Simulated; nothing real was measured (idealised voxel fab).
This is a process module. Its name is voxel self aligned vias.
The width of the displayed cross-section, cut, is 230 nm; its cells are square, with a size of 5 nm.
This document writes a cross-section as a grid whose cells are square, and gives it as bands, listed from the top down; one or more rows of cells form a band.
Look at the band entry: it leads with the top's height and the bottom's height in nm. Then it lists the materials left to right, with a width in nm for each. The word "all across" on a single material says that material fills the band edge to edge. The word "blank" is empty space.
Heights are expressed relative to 0, this being the level below which the as-received wafer comprises one material exclusively. The lowest band is unbounded in the downward direction and is denoted as in "z 0 and below".
When a width is written as two numbers, as in "30->40", the first number is the width in the top row of cells of the band and the second is the width in its bottom row, and the width changes by the same amount from each row to the next.
What does "no modification" mean for a step? It means no cell of the cross-section changed in that step.
In the "Closed cavities" entry, you get each enclosed empty space of 8 cells or more, one with no open way to the top, written width x height at distance, distance from the left edge, in nm.
Formally, on a step line, whatever follows the settings is a remark that the simulator itself makes on the step.
Each step line may optionally specify "overlay nm", which for a step with a mask gives the rightward distance between the mask's planned place and where it lay, a negative value indicating the leftward direction.
-- Process steps (planned)
- 1: RECEIVE, material Si
- 2: CONFORMAL_DEP, material SiO2, thk nm 10
- 3: CONFORMAL_DEP, material SiCN, thk nm 5
- 4: DIRECTIONAL_DEP, material SiO2, thk nm 30
- 5: DIRECTIONAL_DEP, material aC, thk nm 10
- 6: PATTERN, tone open, mask id LINES, material resist, width nm 20, pitch nm 55, thk nm 30, overlay nm 0
- 7: DIRECTIONAL_ETCH, etch materials aC, depth nm 10
- 8: STRIP, etch materials resist
- 9: DIRECTIONAL_ETCH, etch materials SiO2, depth nm 30
- 10: STRIP, etch materials aC
- 11: CONFORMAL_DEP, material TiN, thk nm 5
- 12: FILL_DEP, material Ru, thk nm 5
- 13: CMP, height nm 45
- 14: SELECTIVE_ETCH, etch materials W Ru TiN, depth nm 10
- 15: FILL_DEP, material SiN, thk nm 10
- 16: CMP, height nm 45
- 17: DIRECTIONAL_DEP, material SiO2, thk nm 20
- 18: PATTERN, tone open, mask id VIAS, material resist, width nm 40, pitch nm 110, thk nm 20, overlay nm 0
- 19: DIRECTIONAL_ETCH, etch materials SiO2, depth nm 20
- 20: DIRECTIONAL_ETCH, etch materials SiN, depth nm 10
- 21: STRIP, etch materials resist
- 22: CONFORMAL_DEP, material TiN, thk nm 5
- 23: FILL_DEP, material Cu, thk nm 10
- 24: CMP, height nm 65
- 25: CONFORMAL_DEP, material SiN, thk nm 5
-- First of two wafers - as planned
-- Cross-section of the wafer as it came to us, i.e., already through step 1
  z 0 and below | Si all across
  Closed cavities: none
-- Upon completion of step 2, the wafer appears in cross-section as shown
  z 10 to 0 | SiO2 all across
  Below a height of 0, the structure has not been altered.
-- Upon completion of step 3, the wafer appears in cross-section as shown
  z 15 to 10 | SiCN all across
  Below a height of 10, the structure has not been altered.
-- Upon completion of step 4, the wafer appears in cross-section as shown
  z 45 to 15 | SiO2 all across
  Below a height of 15, the structure has not been altered.
-- Upon completion of step 5, the wafer appears in cross-section as shown
  z 55 to 45 | aC all across
  Below a height of 45, the structure has not been altered.
-- Upon completion of step 6, the wafer appears in cross-section as shown
  z 85 to 55 | 50 of resist; 20 of blank; 35 of resist; 20 of blank; 35 of resist; 20 of blank; 50 of resist
  Below a height of 55, the structure has not been altered.
-- Upon completion of step 7, the wafer appears in cross-section as shown
  z 75 to 55 | 50 of resist; 20 of blank; 35 of resist; 20 of blank; 35 of resist; 20 of blank; 50 of resist
  z 55 to 45 | 50 of aC; 20 of blank; 35 of aC; 20 of blank; 35 of aC; 20 of blank; 50 of aC
  Below a height of 45, the structure has not been altered.
-- Upon completion of step 8, the wafer appears in cross-section as shown
  z 55 to 45 | 50 of aC; 20 of blank; 35 of aC; 20 of blank; 35 of aC; 20 of blank; 50 of aC
  Below a height of 45, the structure has not been altered.
-- Upon completion of step 9, the wafer appears in cross-section as shown
  z 55 to 45 | 50 of aC; 20 of blank; 35 of aC; 20 of blank; 35 of aC; 20 of blank; 50 of aC
  z 45 to 15 | 50 of SiO2; 20 of blank; 35 of SiO2; 20 of blank; 35 of SiO2; 20 of blank; 50 of SiO2
  Below a height of 15, the structure has not been altered.
-- Upon completion of step 10, the wafer appears in cross-section as shown
  z 45 to 15 | 50 of SiO2; 20 of blank; 35 of SiO2; 20 of blank; 35 of SiO2; 20 of blank; 50 of SiO2
  Below a height of 15, the structure has not been altered.
-- Upon completion of step 11, the wafer appears in cross-section as shown
  z 50 to 45 | 55 of TiN; 10 of blank; 45 of TiN; 10 of blank; 45 of TiN; 10 of blank; 55 of TiN
  z 45 to 20 | 50 of SiO2; 5 of TiN; 10 of blank; 5 of TiN; 35 of SiO2; 5 of TiN; 10 of blank; 5 of TiN; 35 of SiO2; 5 of TiN; 10 of blank; 5 of TiN; 50 of SiO2
  z 20 to 15 | 50 of SiO2; 20 of TiN; 35 of SiO2; 20 of TiN; 35 of SiO2; 20 of TiN; 50 of SiO2
  Below a height of 15, the structure has not been altered.
-- Upon completion of step 12, the wafer appears in cross-section as shown
  z 55 to 50 | Ru all across
  z 50 to 45 | 55 of TiN; 10 of Ru; 45 of TiN; 10 of Ru; 45 of TiN; 10 of Ru; 55 of TiN
  z 45 to 20 | 50 of SiO2; 5 of TiN; 10 of Ru; 5 of TiN; 35 of SiO2; 5 of TiN; 10 of Ru; 5 of TiN; 35 of SiO2; 5 of TiN; 10 of Ru; 5 of TiN; 50 of SiO2
  Below a height of 20, the structure has not been altered.
-- Upon completion of step 13, the wafer appears in cross-section as shown
  z 45 to 20 | 50 of SiO2; 5 of TiN; 10 of Ru; 5 of TiN; 35 of SiO2; 5 of TiN; 10 of Ru; 5 of TiN; 35 of SiO2; 5 of TiN; 10 of Ru; 5 of TiN; 50 of SiO2
  Below a height of 20, the structure has not been altered.
-- Upon completion of step 14, the wafer appears in cross-section as shown
  z 45 to 35 | 50 of SiO2; 20 of blank; 35 of SiO2; 20 of blank; 35 of SiO2; 20 of blank; 50 of SiO2
  Below a height of 35, the structure has not been altered.
-- Upon completion of step 15, the wafer appears in cross-section as shown
  z 55 to 45 | SiN all across
  z 45 to 35 | 50 of SiO2; 20 of SiN; 35 of SiO2; 20 of SiN; 35 of SiO2; 20 of SiN; 50 of SiO2
  Below a height of 35, the structure has not been altered.
-- Upon completion of step 16, the wafer appears in cross-section as shown
  z 45 to 35 | 50 of SiO2; 20 of SiN; 35 of SiO2; 20 of SiN; 35 of SiO2; 20 of SiN; 50 of SiO2
  Below a height of 35, the structure has not been altered.
-- Upon completion of step 17, the wafer appears in cross-section as shown
  z 65 to 45 | SiO2 all across
  Below a height of 45, the structure has not been altered.
-- Upon completion of step 18, the wafer appears in cross-section as shown
  z 85 to 65 | 40 of resist; 40 of blank; 70 of resist; 40 of blank; 40 of resist
  Below a height of 65, the structure has not been altered.
-- Upon completion of step 19, the wafer appears in cross-section as shown
  z 85 to 65 | 40 of resist; 40 of blank; 70 of resist; 40 of blank; 40 of resist
  z 65 to 45 | 40 of SiO2; 40 of blank; 70 of SiO2; 40 of blank; 40 of SiO2
  Below a height of 45, the structure has not been altered.
-- Upon completion of step 20, the wafer appears in cross-section as shown
  z 85 to 65 | 40 of resist; 40 of blank; 70 of resist; 40 of blank; 40 of resist
  z 65 to 45 | 40 of SiO2; 40 of blank; 70 of SiO2; 40 of blank; 40 of SiO2
  z 45 to 35 | 50 of SiO2; 20 of blank; 35 of SiO2; 20 of SiN; 35 of SiO2; 20 of blank; 50 of SiO2
  Below a height of 35, the structure has not been altered.
-- Upon completion of step 21, the wafer appears in cross-section as shown
  z 65 to 45 | 40 of SiO2; 40 of blank; 70 of SiO2; 40 of blank; 40 of SiO2
  Below a height of 45, the structure has not been altered.
-- Upon completion of step 22, the wafer appears in cross-section as shown
  z 70 to 65 | 45 of TiN; 30 of blank; 80 of TiN; 30 of blank; 45 of TiN
  z 65 to 50 | 40 of SiO2; 5 of TiN; 30 of blank; 5 of TiN; 70 of SiO2; 5 of TiN; 30 of blank; 5 of TiN; 40 of SiO2
  z 50 to 45 | 40 of SiO2; 15 of TiN; 10 of blank; 15 of TiN; 70 of SiO2; 15 of TiN; 10 of blank; 15 of TiN; 40 of SiO2
  z 45 to 40 | 50 of SiO2; 5 of TiN; 10 of blank; 5 of TiN; 35 of SiO2; 20 of SiN; 35 of SiO2; 5 of TiN; 10 of blank; 5 of TiN; 50 of SiO2
  z 40 to 35 | 50 of SiO2; 20 of TiN; 35 of SiO2; 20 of SiN; 35 of SiO2; 20 of TiN; 50 of SiO2
  Below a height of 35, the structure has not been altered.
-- Upon completion of step 23, the wafer appears in cross-section as shown
  z 80 to 70 | Cu all across
  z 70 to 65 | 45 of TiN; 30 of Cu; 80 of TiN; 30 of Cu; 45 of TiN
  z 65 to 50 | 40 of SiO2; 5 of TiN; 30 of Cu; 5 of TiN; 70 of SiO2; 5 of TiN; 30 of Cu; 5 of TiN; 40 of SiO2
  z 50 to 45 | 40 of SiO2; 15 of TiN; 10 of Cu; 15 of TiN; 70 of SiO2; 15 of TiN; 10 of Cu; 15 of TiN; 40 of SiO2
  z 45 to 40 | 50 of SiO2; 5 of TiN; 10 of Cu; 5 of TiN; 35 of SiO2; 20 of SiN; 35 of SiO2; 5 of TiN; 10 of Cu; 5 of TiN; 50 of SiO2
  Below a height of 40, the structure has not been altered.
-- Upon completion of step 24, the wafer appears in cross-section as shown
  z 65 to 50 | 40 of SiO2; 5 of TiN; 30 of Cu; 5 of TiN; 70 of SiO2; 5 of TiN; 30 of Cu; 5 of TiN; 40 of SiO2
  Below a height of 50, the structure has not been altered.
-- Upon completion of step 25, the wafer appears in cross-section as shown
  z 70 to 65 | SiN all across
  Below a height of 65, the structure has not been altered.
-- The second wafer was prepared from the same starting point and under the same plan as the first; its processing contained one mistake, and it remains indistinguishable from the first wafer up to and including step 21
-- X-section, second wafer, when step 22 was due to finish
  z 70 to 65 | 45 of Ru; 30 of blank; 80 of Ru; 30 of blank; 45 of Ru
  z 65 to 50 | 40 of SiO2; 5 of Ru; 30 of blank; 5 of Ru; 70 of SiO2; 5 of Ru; 30 of blank; 5 of Ru; 40 of SiO2
  z 50 to 45 | 40 of SiO2; 15 of Ru; 10 of blank; 15 of Ru; 70 of SiO2; 15 of Ru; 10 of blank; 15 of Ru; 40 of SiO2
  z 45 to 40 | 50 of SiO2; 5 of Ru; 10 of blank; 5 of Ru; 35 of SiO2; 20 of SiN; 35 of SiO2; 5 of Ru; 10 of blank; 5 of Ru; 50 of SiO2
  z 40 to 35 | 50 of SiO2; 20 of Ru; 35 of SiO2; 20 of SiN; 35 of SiO2; 20 of Ru; 50 of SiO2
  Below a height of 35, the structure has not been altered.
-- X-section, second wafer, when step 23 was due to finish
  z 80 to 70 | Cu all across
  z 70 to 65 | 45 of Ru; 30 of Cu; 80 of Ru; 30 of Cu; 45 of Ru
  z 65 to 50 | 40 of SiO2; 5 of Ru; 30 of Cu; 5 of Ru; 70 of SiO2; 5 of Ru; 30 of Cu; 5 of Ru; 40 of SiO2
  z 50 to 45 | 40 of SiO2; 15 of Ru; 10 of Cu; 15 of Ru; 70 of SiO2; 15 of Ru; 10 of Cu; 15 of Ru; 40 of SiO2
  z 45 to 40 | 50 of SiO2; 5 of Ru; 10 of Cu; 5 of Ru; 35 of SiO2; 20 of SiN; 35 of SiO2; 5 of Ru; 10 of Cu; 5 of Ru; 50 of SiO2
  Below a height of 40, the structure has not been altered.
-- X-section, second wafer, when step 24 was due to finish
  z 65 to 50 | 40 of SiO2; 5 of Ru; 30 of Cu; 5 of Ru; 70 of SiO2; 5 of Ru; 30 of Cu; 5 of Ru; 40 of SiO2
  Below a height of 50, the structure has not been altered.
-- X-section, second wafer, when step 25 was due to finish
  z 70 to 65 | SiN all across
  Below a height of 65, the structure has not been altered.
Short version of what went wrong: step 22 off recipe, ran as CONFORMAL_DEP, material Ru, thk nm 5
Per the end-of-run cell counts, the second wafer holds more or fewer of some materials than the first: 36 more of Ru | 36 fewer of TiN
